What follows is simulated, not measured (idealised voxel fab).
Process module, titled voxel ribs on slabs
In the cross-section labelled cut, the width is 150 nm and each square cell is 5 nm.
A cross-section is a grid of square cells, given in bands from the top down. A band is one or more rows of cells. Heights first: top, then bottom, in nm. Then materials, left to right, each with a width in nm. "edge to edge" on a single material: fills the band edge to edge. "air": empty space. Heights are measured from 0, the level below which the as-received wafer is all one material; the lowest band has no bottom and continues downward, written as in "top 0, no bottom". A two-number width, for instance "30 to 40", indicates that the width is equal to the first number in the top row of the band and to the second number in the bottom row, and that it changes by a constant amount per row of cells. A step reported as "stayed the same" is a step in which no cell of the cross-section changed. So "Sealed voids" is basically the list of trapped voids: any empty space of 8 cells or more that can't reach the top through an opening. They're written width x height at distance, the distance being from the left edge, and it's all nm. That trailing text on a step's line, after the settings, is the simulator's own remark on the step. overlay nm: on a step with a mask, how far right of its planned place the mask lay; negative means left.
## Set out below are the planned steps of the process
| 1 | RECEIVE, material Si |
| 2 | DIRECTIONAL_DEP, material SiO2, thk nm 30 |
| 3 | DIRECTIONAL_DEP, material SiN, thk nm 15 |
| 4 | MASKED_ETCH, tone cover, mask id RIB, width nm 30, etch materials SiN, depth nm 5, overlay nm 0 |
| 5 | PATTERN, tone cover, mask id SLAB, material resist, width nm 60, thk nm 20, overlay nm 0 |
| 6 | DIRECTIONAL_ETCH, etch materials SiN, depth nm 10 |
| 7 | STRIP, etch materials resist |
| 8 | FILL_DEP, material SiO2, thk nm 20 |
| 9 | CMP, height nm 55 |
| 10 | DIRECTIONAL_DEP, material TiN, thk nm 10 |
| 11 | MASKED_ETCH, tone cover, mask id HEATER, width nm 40, etch materials TiN, depth nm 10, overlay nm 0 |
| 12 | CONFORMAL_DEP, material SiO2, thk nm 5 |
## Shown in cross-section is the wafer as received, that is, as it stands after step 1
  top 0, no bottom: Si edge to edge
  Sealed voids: none
## Cross-section taken at module completion on the first of two wafers; processed per the plan
  top 70, bottom 65: air=50, SiO2=50, air=50
  top 65, bottom 60: air=50, SiO2=5, TiN=40, SiO2=5, air=50
  top 60, bottom 55: SiO2=55, TiN=40, SiO2=55
  top 55, bottom 45: SiO2 edge to edge
  top 45, bottom 40: SiO2=60, SiN=30, SiO2=60
  top 40, bottom 30: SiO2=45, SiN=60, SiO2=45
  top 30, bottom 0: SiO2 edge to edge
  top 0, no bottom: Si edge to edge
  Sealed voids: none
## Here's the second of our two wafers sectioned at module end. Same start as the first, same plan, but one mistake got made running it
  top 70, bottom 65: air=50, SiO2=50, air=50
  top 65, bottom 60: air=50, SiO2=5, TiN=40, SiO2=5, air=50
  top 60, bottom 55: SiO2=55, TiN=40, SiO2=55
  top 55, bottom 45: SiO2=45, SiN=60, SiO2=45
  top 45, bottom 30: SiN edge to edge
  top 30, bottom 0: SiO2 edge to edge
  top 0, no bottom: Si edge to edge
  Sealed voids: none
It is concluded that the wafer was processed incorrectly with respect to the plan, in that plan step 3 ran twice
Final comparison by cell count, materials where the second wafer has more or fewer than the first: +84 SiN, -84 SiO2
